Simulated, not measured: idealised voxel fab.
The document below concerns the process module designated voxel wiring stack.
The cross-section on display is named cut; it measures 190 nm wide, and its cells are 5 nm squares.
Throughout this document, each cross-section is represented as a grid of square cells and is presented as a sequence of bands enumerated from the top downward, where a band comprises one or more rows of cells.
Look at the band entry: it leads with the top's height and the bottom's height in nm. Then it lists the materials left to right, with a width in nm for each. The word "all across" on a single material says that material fills the band edge to edge. The word "empty" is empty space.
Height datum 0, below which the as-received substrate wafer is one material. Lowest band open at the bottom, running downward: "0..down".
The notation "30..40" denotes a width that varies across the rows of cells in the band, beginning at the first number in the top row, finishing at the second number in the bottom row, and changing by an identical amount from each row to the next.
Where a step carries "nothing changed", the cross-section came out of it unchanged, cell for cell.
Basically, "Fully enclosed voids" tells you about the enclosed voids: empty spaces with no open way to the top, 8 cells or bigger, each written width x height at distance, where distance is from the left edge, all in nm.
Read whatever lies past the settings on a step's line as the simulator's own remark about the step.
The setting "overlay nm" may be written on the line of a step. When the step uses a mask, the value reports how far to the right of the planned place the mask lay, and a negative value reports that it lay to the left.

-- The steps planned for the process are as follows
1,RECEIVE with material Si
2,CONFORMAL_DEP with material SiO2, thk nm 10
3,DIRECTIONAL_DEP with material TiN, thk nm 5
4,DIRECTIONAL_DEP with material Ru, thk nm 20
5,MASKED_ETCH with tone cover, mask id METAL_1, width nm 25, pitch nm 40, etch materials Ru, depth nm 20, overlay nm 0
6,MASKED_ETCH with tone cover, mask id METAL_1, width nm 25, pitch nm 40, etch materials TiN, depth nm 5, overlay nm 0
7,FILL_DEP with material SiO2, thk nm 10
8,CMP with height nm 35
9,CONFORMAL_DEP with material SiCN, thk nm 5
10,DIRECTIONAL_DEP with material lowk, thk nm 30
11,PATTERN with tone open, mask id METAL_2_HOLES, material resist, width nm 15, thk nm 20, overlay nm 0
12,DIRECTIONAL_ETCH with etch materials lowk, depth nm 30
13,STRIP with etch materials resist
14,DIRECTIONAL_DEP with material aC, thk nm 10
15,PATTERN with tone open, mask id METAL_2, material resist, width nm 25, pitch nm 40, thk nm 30, overlay nm 0
16,DIRECTIONAL_ETCH with etch materials aC, depth nm 10
17,STRIP with etch materials resist
18,DIRECTIONAL_ETCH with etch materials lowk, depth nm 20
19,DIRECTIONAL_ETCH with etch materials SiCN, depth nm 5
20,STRIP with etch materials aC
21,CONFORMAL_DEP with material TiN, thk nm 5
22,FILL_DEP with material Cu, thk nm 10
23,CMP with height nm 70
24,CONFORMAL_DEP with material SiCN, thk nm 5
25,DIRECTIONAL_DEP with material SiO2, thk nm 35
26,MASKED_ETCH with tone open, mask id METAL_3, width nm 25, pitch nm 40, etch materials SiO2, depth nm 20, overlay nm 0
27,DIRECTIONAL_DEP with material aC, thk nm 10
28,PATTERN with tone open, mask id METAL_3_HOLES, material resist, width nm 15, pitch nm 40, thk nm 25, overlay nm 0
29,DIRECTIONAL_ETCH with etch materials aC, depth nm 10
30,STRIP with etch materials resist
31,DIRECTIONAL_ETCH with etch materials SiO2, depth nm 15
32,DIRECTIONAL_ETCH with etch materials SiCN, depth nm 5
33,STRIP with etch materials aC
34,CONFORMAL_DEP with material TiN, thk nm 5
35,FILL_DEP with material Ru, thk nm 10
36,CMP with height nm 110
37,CONFORMAL_DEP with material SiCN, thk nm 5
38,DIRECTIONAL_DEP with material SiO2, thk nm 25
39,PATTERN with tone open, mask id METAL_4, material resist, width nm 25, pitch nm 40, thk nm 15, overlay nm 0
40,DIRECTIONAL_ETCH with etch materials SiO2, depth nm 15
41,STRIP with etch materials resist
42,MASKED_ETCH with tone open, mask id METAL_4_HOLES, width nm 15, etch materials SiO2, depth nm 10, overlay nm 0
43,MASKED_ETCH with tone open, mask id METAL_4_HOLES, width nm 15, etch materials SiCN, depth nm 5, overlay nm 0
44,CONFORMAL_DEP with material TiN, thk nm 5
45,FILL_DEP with material Cu, thk nm 5
46,CMP with height nm 140
47,CONFORMAL_DEP with material SiCN, thk nm 5

-- Wafer, first of two, run as planned

-- As-received state of the wafer in cross-section, equivalent to post-step 1
    0..down: Si all across
    Fully enclosed voids: none

-- Cross-section of the wafer after step 2
    10..0: SiO2 all across
    Under the height 0 nothing was changed.

-- Cross-section of the wafer after step 3
    15..10: TiN all across
    Under the height 10 nothing was changed.

-- Cross-section of the wafer after step 4
    35..15: Ru all across
    Under the height 15 nothing was changed.

-- Cross-section of the wafer after step 5
    35..15: empty 60, then Ru 25, then empty 15, then Ru 25, then empty 65
    Under the height 15 nothing was changed.

-- Cross-section of the wafer after step 6
    35..15: empty 60, then Ru 25, then empty 15, then Ru 25, then empty 65
    15..10: empty 60, then TiN 25, then empty 15, then TiN 25, then empty 65
    Under the height 10 nothing was changed.

-- Cross-section of the wafer after step 7
    45..35: SiO2 all across
    35..15: SiO2 60, then Ru 25, then SiO2 15, then Ru 25, then SiO2 65
    15..10: SiO2 60, then TiN 25, then SiO2 15, then TiN 25, then SiO2 65
    Under the height 10 nothing was changed.

-- Cross-section of the wafer after step 8
    35..15: SiO2 60, then Ru 25, then SiO2 15, then Ru 25, then SiO2 65
    Under the height 15 nothing was changed.

-- Cross-section of the wafer after step 9
    40..35: SiCN all across
    Under the height 35 nothing was changed.

-- Cross-section of the wafer after step 10
    70..40: lowk all across
    Under the height 40 nothing was changed.

-- Cross-section of the wafer after step 11
    90..70: resist 60, then empty 15, then resist 115
    Under the height 70 nothing was changed.

-- Cross-section of the wafer after step 12
    90..70: resist 60, then empty 15, then resist 115
    70..40: lowk 60, then empty 15, then lowk 115
    Under the height 40 nothing was changed.

-- Cross-section of the wafer after step 13
    70..40: lowk 60, then empty 15, then lowk 115
    Under the height 40 nothing was changed.

-- Cross-section of the wafer after step 14
    80..70: aC 60, then empty 15, then aC 115
    70..50: lowk 60, then empty 15, then lowk 115
    50..40: lowk 60, then aC 15, then lowk 115
    Under the height 40 nothing was changed.

-- Cross-section of the wafer after step 15
    110..80: resist 60, then empty 25, then resist 15, then empty 25, then resist 65
    Under the height 80 nothing was changed.

-- Cross-section of the wafer after step 16
    100..80: resist 60, then empty 25, then resist 15, then empty 25, then resist 65
    80..70: aC 60, then empty 25, then aC 15, then empty 25, then aC 65
    70..40: lowk 60, then empty 15, then lowk 115
    Under the height 40 nothing was changed.

-- Cross-section of the wafer after step 17
    80..70: aC 60, then empty 25, then aC 15, then empty 25, then aC 65
    Under the height 70 nothing was changed.

-- Cross-section of the wafer after step 18
    80..70: aC 60, then empty 25, then aC 15, then empty 25, then aC 65
    70..50: lowk 60, then empty 25, then lowk 15, then empty 25, then lowk 65
    Under the height 50 nothing was changed.

-- Cross-section of the wafer after step 19
    80..70: aC 60, then empty 25, then aC 15, then empty 25, then aC 65
    70..50: lowk 60, then empty 25, then lowk 15, then empty 25, then lowk 65
    50..40: lowk 60, then empty 15, then lowk 115
    40..35: SiCN 60, then empty 15, then SiCN 115
    Under the height 35 nothing was changed.

-- Cross-section of the wafer after step 20
    70..50: lowk 60, then empty 25, then lowk 15, then empty 25, then lowk 65
    Under the height 50 nothing was changed.

-- Cross-section of the wafer after step 21
    75..70: TiN 65, then empty 15, then TiN 25, then empty 15, then TiN 70
    70..55: lowk 60, then TiN 5, then empty 15, then TiN 5, then lowk 15, then TiN 5, then empty 15, then TiN 5, then lowk 65
    55..50: lowk 60, then TiN 5, then empty 5, then TiN 15, then lowk 15, then TiN 25, then lowk 65
    50..40: lowk 60, then TiN 5, then empty 5, then TiN 5, then lowk 115
    40..35: SiCN 60, then TiN 15, then SiCN 115
    Under the height 35 nothing was changed.

-- Cross-section of the wafer after step 22
    85..75: Cu all across
    75..70: TiN 65, then Cu 15, then TiN 25, then Cu 15, then TiN 70
    70..55: lowk 60, then TiN 5, then Cu 15, then TiN 5, then lowk 15, then TiN 5, then Cu 15, then TiN 5, then lowk 65
    55..50: lowk 60, then TiN 5, then Cu 5, then TiN 15, then lowk 15, then TiN 25, then lowk 65
    50..40: lowk 60, then TiN 5, then Cu 5, then TiN 5, then lowk 115
    Under the height 40 nothing was changed.

-- Cross-section of the wafer after step 23
    70..55: lowk 60, then TiN 5, then Cu 15, then TiN 5, then lowk 15, then TiN 5, then Cu 15, then TiN 5, then lowk 65
    Under the height 55 nothing was changed.

-- Cross-section of the wafer after step 24
    75..70: SiCN all across
    Under the height 70 nothing was changed.

-- Cross-section of the wafer after step 25
    110..75: SiO2 all across
    Under the height 75 nothing was changed.

-- Cross-section of the wafer after step 26
    110..90: SiO2 60, then empty 25, then SiO2 15, then empty 25, then SiO2 65
    Under the height 90 nothing was changed.

-- Cross-section of the wafer after step 27
    120..110: aC 60, then empty 25, then aC 15, then empty 25, then aC 65
    110..100: SiO2 60, then empty 25, then SiO2 15, then empty 25, then SiO2 65
    100..90: SiO2 60, then aC 25, then SiO2 15, then aC 25, then SiO2 65
    Under the height 90 nothing was changed.

-- Cross-section of the wafer after step 28
    145..120: resist 60, then empty 15, then resist 25, then empty 15, then resist 75
    120..110: aC 60, then empty 15, then resist 10, then aC 15, then empty 15, then resist 10, then aC 65
    110..100: SiO2 60, then empty 15, then resist 10, then SiO2 15, then empty 15, then resist 10, then SiO2 65
    Under the height 100 nothing was changed.

-- Cross-section of the wafer after step 29
    135..120: resist 60, then empty 15, then resist 25, then empty 15, then resist 75
    120..110: aC 60, then empty 15, then resist 10, then aC 15, then empty 15, then resist 10, then aC 65
    110..100: SiO2 60, then empty 15, then resist 10, then SiO2 15, then empty 15, then resist 10, then SiO2 65
    100..90: SiO2 60, then empty 15, then aC 10, then SiO2 15, then empty 15, then aC 10, then SiO2 65
    Under the height 90 nothing was changed.

-- Cross-section of the wafer after step 30
    120..110: aC 60, then empty 25, then aC 15, then empty 25, then aC 65
    110..100: SiO2 60, then empty 25, then SiO2 15, then empty 25, then SiO2 65
    Under the height 100 nothing was changed.

-- Cross-section of the wafer after step 31
    120..110: aC 60, then empty 25, then aC 15, then empty 25, then aC 65
    110..100: SiO2 60, then empty 25, then SiO2 15, then empty 25, then SiO2 65
    100..90: SiO2 60, then empty 15, then aC 10, then SiO2 15, then empty 15, then aC 10, then SiO2 65
    90..75: SiO2 60, then empty 15, then SiO2 25, then empty 15, then SiO2 75
    Under the height 75 nothing was changed.

-- Cross-section of the wafer after step 32
    120..110: aC 60, then empty 25, then aC 15, then empty 25, then aC 65
    110..100: SiO2 60, then empty 25, then SiO2 15, then empty 25, then SiO2 65
    100..90: SiO2 60, then empty 15, then aC 10, then SiO2 15, then empty 15, then aC 10, then SiO2 65
    90..75: SiO2 60, then empty 15, then SiO2 25, then empty 15, then SiO2 75
    75..70: SiCN 60, then empty 15, then SiCN 25, then empty 15, then SiCN 75
    Under the height 70 nothing was changed.

-- Cross-section of the wafer after step 33
    110..90: SiO2 60, then empty 25, then SiO2 15, then empty 25, then SiO2 65
    Under the height 90 nothing was changed.

-- Cross-section of the wafer after step 34
    115..110: TiN 65, then empty 15, then TiN 25, then empty 15, then TiN 70
    110..95: SiO2 60, then TiN 5, then empty 15, then TiN 5, then SiO2 15, then TiN 5, then empty 15, then TiN 5, then SiO2 65
    95..90: SiO2 60, then TiN 5, then empty 5, then TiN 15, then SiO2 15, then TiN 5, then empty 5, then TiN 15, then SiO2 65
    90..75: SiO2 60, then TiN 5, then empty 5, then TiN 5, then SiO2 25, then TiN 5, then empty 5, then TiN 5, then SiO2 75
    75..70: SiCN 60, then TiN 15, then SiCN 25, then TiN 15, then SiCN 75
    Under the height 70 nothing was changed.

-- Cross-section of the wafer after step 35
    125..115: Ru all across
    115..110: TiN 65, then Ru 15, then TiN 25, then Ru 15, then TiN 70
    110..95: SiO2 60, then TiN 5, then Ru 15, then TiN 5, then SiO2 15, then TiN 5, then Ru 15, then TiN 5, then SiO2 65
    95..90: SiO2 60, then TiN 5, then Ru 5, then TiN 15, then SiO2 15, then TiN 5, then Ru 5, then TiN 15, then SiO2 65
    90..75: SiO2 60, then TiN 5, then Ru 5, then TiN 5, then SiO2 25, then TiN 5, then Ru 5, then TiN 5, then SiO2 75
    Under the height 75 nothing was changed.

-- Cross-section of the wafer after step 36
    110..95: SiO2 60, then TiN 5, then Ru 15, then TiN 5, then SiO2 15, then TiN 5, then Ru 15, then TiN 5, then SiO2 65
    Under the height 95 nothing was changed.

-- Cross-section of the wafer after step 37
    115..110: SiCN all across
    Under the height 110 nothing was changed.

-- Cross-section of the wafer after step 38
    140..115: SiO2 all across
    Under the height 115 nothing was changed.

-- Cross-section of the wafer after step 39
    155..140: resist 60, then empty 25, then resist 15, then empty 25, then resist 65
    Under the height 140 nothing was changed.

-- Cross-section of the wafer after step 40
    155..140: resist 60, then empty 25, then resist 15, then empty 25, then resist 65
    140..125: SiO2 60, then empty 25, then SiO2 15, then empty 25, then SiO2 65
    Under the height 125 nothing was changed.

-- Cross-section of the wafer after step 41
    140..125: SiO2 60, then empty 25, then SiO2 15, then empty 25, then SiO2 65
    Under the height 125 nothing was changed.

-- Cross-section of the wafer after step 42
    140..125: SiO2 60, then empty 25, then SiO2 15, then empty 25, then SiO2 65
    125..115: SiO2 60, then empty 15, then SiO2 115
    Under the height 115 nothing was changed.

-- Cross-section of the wafer after step 43
    140..125: SiO2 60, then empty 25, then SiO2 15, then empty 25, then SiO2 65
    125..115: SiO2 60, then empty 15, then SiO2 115
    115..110: SiCN 60, then empty 15, then SiCN 115
    Under the height 110 nothing was changed.

-- Cross-section of the wafer after step 44
    145..140: TiN 65, then empty 15, then TiN 25, then empty 15, then TiN 70
    140..130: SiO2 60, then TiN 5, then empty 15, then TiN 5, then SiO2 15, then TiN 5, then empty 15, then TiN 5, then SiO2 65
    130..125: SiO2 60, then TiN 5, then empty 5, then TiN 15, then SiO2 15, then TiN 25, then SiO2 65
    125..115: SiO2 60, then TiN 5, then empty 5, then TiN 5, then SiO2 115
    115..110: SiCN 60, then TiN 15, then SiCN 115
    Under the height 110 nothing was changed.

-- Cross-section of the wafer after step 45
    150..145: Cu all across
    145..140: TiN 65, then Cu 15, then TiN 25, then Cu 15, then TiN 70
    140..130: SiO2 60, then TiN 5, then Cu 15, then TiN 5, then SiO2 15, then TiN 5, then Cu 15, then TiN 5, then SiO2 65
    130..125: SiO2 60, then TiN 5, then Cu 5, then TiN 15, then SiO2 15, then TiN 25, then SiO2 65
    125..115: SiO2 60, then TiN 5, then Cu 5, then TiN 5, then SiO2 115
    Under the height 115 nothing was changed.

-- Cross-section of the wafer after step 46
    140..130: SiO2 60, then TiN 5, then Cu 15, then TiN 5, then SiO2 15, then TiN 5, then Cu 15, then TiN 5, then SiO2 65
    Under the height 130 nothing was changed.

-- Cross-section of the wafer after step 47
    145..140: SiCN all across
    Under the height 140 nothing was changed.

-- What follows concerns the second wafer, which started out like the first and was meant to follow the very same plan; one mistake crept in when it was run, but everything up to and including step 27 is the same as for the first wafer

-- Second wafer, cut view, end of step 28 per plan
    145..120: empty 60, then resist 15, then empty 25, then resist 15, then empty 75
    120..110: aC 60, then resist 15, then empty 10, then aC 15, then resist 15, then empty 10, then aC 65
    110..100: SiO2 60, then resist 15, then empty 10, then SiO2 15, then resist 15, then empty 10, then SiO2 65
    Under the height 100 nothing was changed.

-- Second wafer, cut view, end of step 29 per plan
    135..110: empty 60, then resist 15, then empty 25, then resist 15, then empty 75
    110..100: SiO2 60, then resist 15, then empty 10, then SiO2 15, then resist 15, then empty 10, then SiO2 65
    100..90: SiO2 60, then aC 15, then empty 10, then SiO2 15, then aC 15, then empty 10, then SiO2 65
    Under the height 90 nothing was changed.

-- Second wafer, cut view, end of step 30 per plan
    110..100: SiO2 60, then empty 25, then SiO2 15, then empty 25, then SiO2 65
    Under the height 100 nothing was changed.

-- Second wafer, cut view, end of step 31 per plan
    100..95: empty 60, then aC 15, then empty 25, then aC 15, then empty 75
    95..90: SiO2 60, then aC 15, then empty 10, then SiO2 15, then aC 15, then empty 10, then SiO2 65
    90..75: SiO2 75, then empty 10, then SiO2 30, then empty 10, then SiO2 65
    Under the height 75 nothing was changed.

-- Second wafer, cut view, end of step 32 per plan
    100..95: empty 60, then aC 15, then empty 25, then aC 15, then empty 75
    95..90: SiO2 60, then aC 15, then empty 10, then SiO2 15, then aC 15, then empty 10, then SiO2 65
    90..75: SiO2 75, then empty 10, then SiO2 30, then empty 10, then SiO2 65
    75..70: SiCN 75, then empty 10, then SiCN 30, then empty 10, then SiCN 65
    Under the height 70 nothing was changed.

-- Second wafer, cut view, end of step 33 per plan
    95..90: SiO2 60, then empty 25, then SiO2 15, then empty 25, then SiO2 65
    Under the height 90 nothing was changed.

-- Second wafer, cut view, end of step 34 per plan
    100..95: TiN 65, then empty 15, then TiN 25, then empty 15, then TiN 70
    95..90: SiO2 60, then TiN 25, then SiO2 15, then TiN 25, then SiO2 65
    90..75: SiO2 75, then TiN 10, then SiO2 30, then TiN 10, then SiO2 65
    75..70: SiCN 75, then TiN 10, then SiCN 30, then TiN 10, then SiCN 65
    Under the height 70 nothing was changed.

-- Second wafer, cut view, end of step 35 per plan
    110..100: Ru all across
    100..95: TiN 65, then Ru 15, then TiN 25, then Ru 15, then TiN 70
    Under the height 95 nothing was changed.

Second wafer, cut view, end of step 36 per plan: nothing changed

-- Second wafer, cut view, end of step 37 per plan
    115..110: SiCN all across
    Under the height 110 nothing was changed.

-- Second wafer, cut view, end of step 38 per plan
    140..115: SiO2 all across
    Under the height 115 nothing was changed.

-- Second wafer, cut view, end of step 39 per plan
    155..140: resist 60, then empty 25, then resist 15, then empty 25, then resist 65
    Under the height 140 nothing was changed.

-- Second wafer, cut view, end of step 40 per plan
    155..140: resist 60, then empty 25, then resist 15, then empty 25, then resist 65
    140..125: SiO2 60, then empty 25, then SiO2 15, then empty 25, then SiO2 65
    Under the height 125 nothing was changed.

-- Second wafer, cut view, end of step 41 per plan
    140..125: SiO2 60, then empty 25, then SiO2 15, then empty 25, then SiO2 65
    Under the height 125 nothing was changed.

-- Second wafer, cut view, end of step 42 per plan
    140..125: SiO2 60, then empty 25, then SiO2 15, then empty 25, then SiO2 65
    125..115: SiO2 60, then empty 15, then SiO2 115
    Under the height 115 nothing was changed.

-- Second wafer, cut view, end of step 43 per plan
    140..125: SiO2 60, then empty 25, then SiO2 15, then empty 25, then SiO2 65
    125..115: SiO2 60, then empty 15, then SiO2 115
    115..110: SiCN 60, then empty 15, then SiCN 115
    Under the height 110 nothing was changed.

-- Second wafer, cut view, end of step 44 per plan
    145..140: TiN 65, then empty 15, then TiN 25, then empty 15, then TiN 70
    140..130: SiO2 60, then TiN 5, then empty 15, then TiN 5, then SiO2 15, then TiN 5, then empty 15, then TiN 5, then SiO2 65
    130..125: SiO2 60, then TiN 5, then empty 5, then TiN 15, then SiO2 15, then TiN 25, then SiO2 65
    125..115: SiO2 60, then TiN 5, then empty 5, then TiN 5, then SiO2 115
    115..110: SiCN 60, then TiN 15, then SiCN 115
    Under the height 110 nothing was changed.

-- Second wafer, cut view, end of step 45 per plan
    150..145: Cu all across
    145..140: TiN 65, then Cu 15, then TiN 25, then Cu 15, then TiN 70
    140..130: SiO2 60, then TiN 5, then Cu 15, then TiN 5, then SiO2 15, then TiN 5, then Cu 15, then TiN 5, then SiO2 65
    130..125: SiO2 60, then TiN 5, then Cu 5, then TiN 15, then SiO2 15, then TiN 25, then SiO2 65
    125..115: SiO2 60, then TiN 5, then Cu 5, then TiN 5, then SiO2 115
    Under the height 115 nothing was changed.

-- Second wafer, cut view, end of step 46 per plan
    140..130: SiO2 60, then TiN 5, then Cu 15, then TiN 5, then SiO2 15, then TiN 5, then Cu 15, then TiN 5, then SiO2 65
    Under the height 130 nothing was changed.

-- Second wafer, cut view, end of step 47 per plan
    145..140: SiCN all across
    Under the height 140 nothing was changed.
Short version of what went wrong: so step 28 ended up running with a different setting than we planned, it ran as PATTERN with tone cover, mask id METAL_3_HOLES, material resist, width nm 15, pitch nm 40, thk nm 25, overlay nm 0
End check, counted in cells, second wafer has more or fewer of these materials than the first: Ru: 56 more | SiCN: 2 more | SiO2: 78 fewer | TiN: 20 more
